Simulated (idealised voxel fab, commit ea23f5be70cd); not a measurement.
process module | voxel wiring stack
cross-section cut | 140 nm wide | cells 5 nm
A cross-section is a grid of square cells, given in bands from the top down. A band is one or more rows of cells.
Each band's line starts with the height of the band's top and of its bottom, in nm. Then come its materials from left to right, each with its width in nm. One material with "throughout" fills the band from edge to edge. "air" is empty space.
Height 0 is the level under which the wafer as received is all one material. The lowest band goes on downwards, as in "0 down".
A width such as "30 to 40" changes by the same amount from each row of cells to the next, from the band's top row to its bottom row.
"no change" after a step means that no cell of the cross-section changed.
closed voids: empty space of 8 cells or more with no open way to the top, each as width x height at its distance from the left edge, in nm
after a step's settings: what the simulator itself notes on the step
overlay nm, on a step with a mask: how far to the right of its planned place the mask lay; to the left if negative
plan
1 op RECEIVE | material Si
2 op CONFORMAL_DEP | material SiO2 | thk nm 15
3 op DIRECTIONAL_DEP | material TiN | thk nm 5
4 op DIRECTIONAL_DEP | material Ru | thk nm 25
5 op MASKED_ETCH | tone cover | mask id METAL_1 | width nm 25 | pitch nm 40 | etch materials Ru | depth nm 25 | overlay nm 0
6 op MASKED_ETCH | tone cover | mask id METAL_1 | width nm 25 | pitch nm 40 | etch materials TiN | depth nm 5 | overlay nm 0
7 op FILL_DEP | material lowk | thk nm 5
8 op CMP | height nm 45
9 op CONFORMAL_DEP | material SiCN | thk nm 5
10 op DIRECTIONAL_DEP | material lowk | thk nm 20
11 op MASKED_ETCH | tone open | mask id PLUG_1 | width nm 15 | pitch nm 80 | etch materials lowk | depth nm 20 | overlay nm 0
12 op MASKED_ETCH | tone open | mask id PLUG_1 | width nm 15 | pitch nm 80 | etch materials SiCN | depth nm 5 | overlay nm 0
13 op EPI | material Ru | thk nm 10
14 op EPI | material Ru | thk nm 10
15 op EPI | material Ru | thk nm 5
16 op CONFORMAL_DEP | material SiCN | thk nm 5
17 op DIRECTIONAL_DEP | material SiO2 | thk nm 25
18 op MASKED_ETCH | tone open | mask id METAL_2 | width nm 25 | pitch nm 40 | etch materials SiO2 | depth nm 25 | overlay nm 0
19 op MASKED_ETCH | tone open | mask id METAL_2 | width nm 25 | pitch nm 40 | etch materials SiCN | depth nm 5 | overlay nm 0
20 op CONFORMAL_DEP | material TiN | thk nm 5
21 op FILL_DEP | material Cu | thk nm 5
22 op CMP | height nm 100
23 op EPI | material Ru | thk nm 5
24 op FILL_DEP | material SiCN | thk nm 5
as received, after step 1
  0 down: Si throughout
  closed voids: none
a wafer at the end: this start, this plan, one mistake
  110 to 105: SiCN throughout
  105 to 100: SiCN 10 | Ru 35 | SiCN 5 | Ru 35 | SiCN 5 | Ru 35 | SiCN 15
  100 to 75: SiO2 15 | TiN 5 | Cu 15 | TiN 5 | SiO2 15 | TiN 5 | Cu 15 | TiN 5 | SiO2 15 | TiN 5 | Cu 15 | TiN 5 | SiO2 20
  75 to 70: SiCN 15 | TiN 25 | SiCN 15 | TiN 25 | SiCN 15 | TiN 25 | SiCN 20
  70 to 50: lowk 15 | Ru 15 | lowk 65 | Ru 15 | lowk 30
  50 to 45: SiCN 15 | Ru 15 | SiCN 65 | Ru 15 | SiCN 30
  45 to 35: lowk 15 | Ru 25 | lowk 15 | Ru 25 | lowk 15 | Ru 25 | lowk 20
  35 to 30: lowk 15 | TiN 25 | lowk 15 | TiN 25 | lowk 15 | TiN 25 | lowk 20
  30 to 0: SiO2 throughout
  0 down: Si throughout
  closed voids: none
what went wrong: step 2 was run twice
